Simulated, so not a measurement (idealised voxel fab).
Presented below is a process module, voxel quadruple lines.
It is cross-section cut that appears here, measuring 215 nm in width, its square cells being 5 nm in size.
Format of a cross-section: grid, square cells. Given as bands. Order: top down. Band: one or more rows of cells. For a band, the entry starts with two heights in nm, that of the top and then that of the bottom, and carries on with the band's materials in order from left to right, each alongside its width in nm; the word "everywhere" beside a single material means it fills the band edge to edge, and "empty" means empty space. The reference from which all heights are counted is 0, the level beneath which the as-received wafer is entirely one material; the lowest band, having no lower bound, proceeds downward and is written after the example "0 -> down". Quick explanation for "30 to 40": the width changes in equal steps down the rows of cells, from the first number in the band's top row to the second number in its bottom row. "remained unchanged" -> step changed no cross-section cell. The entry titled "Enclosed internal cavities" provides the empty spaces that have no open way to the top, restricted to those of 8 cells or more. Each is presented as width x height at distance, the distance being measured from the left edge, with all three in nm. Note: text after step settings on the step line = simulator remark on that step. If you see "overlay nm" on a step's line and that step has a mask, it's telling you how far right of where it was planned the mask ended up; a negative number means it went left instead.

**Here's what the planned process steps look like**
step 1: RECEIVE | material Si
step 2: CONFORMAL_DEP | material SiO2 | thk nm 10
step 3: DIRECTIONAL_DEP | material Ru | thk nm 15
step 4: DIRECTIONAL_DEP | material polySi | thk nm 15
step 5: DIRECTIONAL_DEP | material aC | thk nm 25
step 6: PATTERN | tone cover | mask id MANDREL | material resist | width nm 20 | pitch nm 60 | thk nm 35 | overlay nm 0
step 7: DIRECTIONAL_ETCH | etch materials aC | depth nm 25
step 8: STRIP | etch materials resist
step 9: CONFORMAL_DEP | material SiO2 | thk nm 10
step 10: DIRECTIONAL_ETCH | etch materials SiO2 | depth nm 10
step 11: STRIP | etch materials aC
step 12: DIRECTIONAL_ETCH | etch materials polySi | depth nm 15
step 13: STRIP | etch materials SiO2
step 14: CONFORMAL_DEP | material SiCN | thk nm 5
step 15: DIRECTIONAL_ETCH | etch materials SiCN | depth nm 5
step 16: STRIP | etch materials polySi
step 17: DIRECTIONAL_ETCH | etch materials Ru | depth nm 15
step 18: STRIP | etch materials SiCN
step 19: FILL_DEP | material lowk | thk nm 10
step 20: CMP | height nm 25

**Incoming wafer in cross-section (state: after step 1)**
- 0 -> down  Si everywhere
- Enclosed internal cavities: none

**Cross-sectional result after module completion. Note: starting condition and plan are unchanged from above; one processing mistake was made**
- 25 -> 10  polySi everywhere
- 10 -> 0  SiO2 everywhere
- 0 -> down  Si everywhere
- Enclosed internal cavities: none
The plan and the run diverged here: steps 3 and 4: order swapped relative to plan
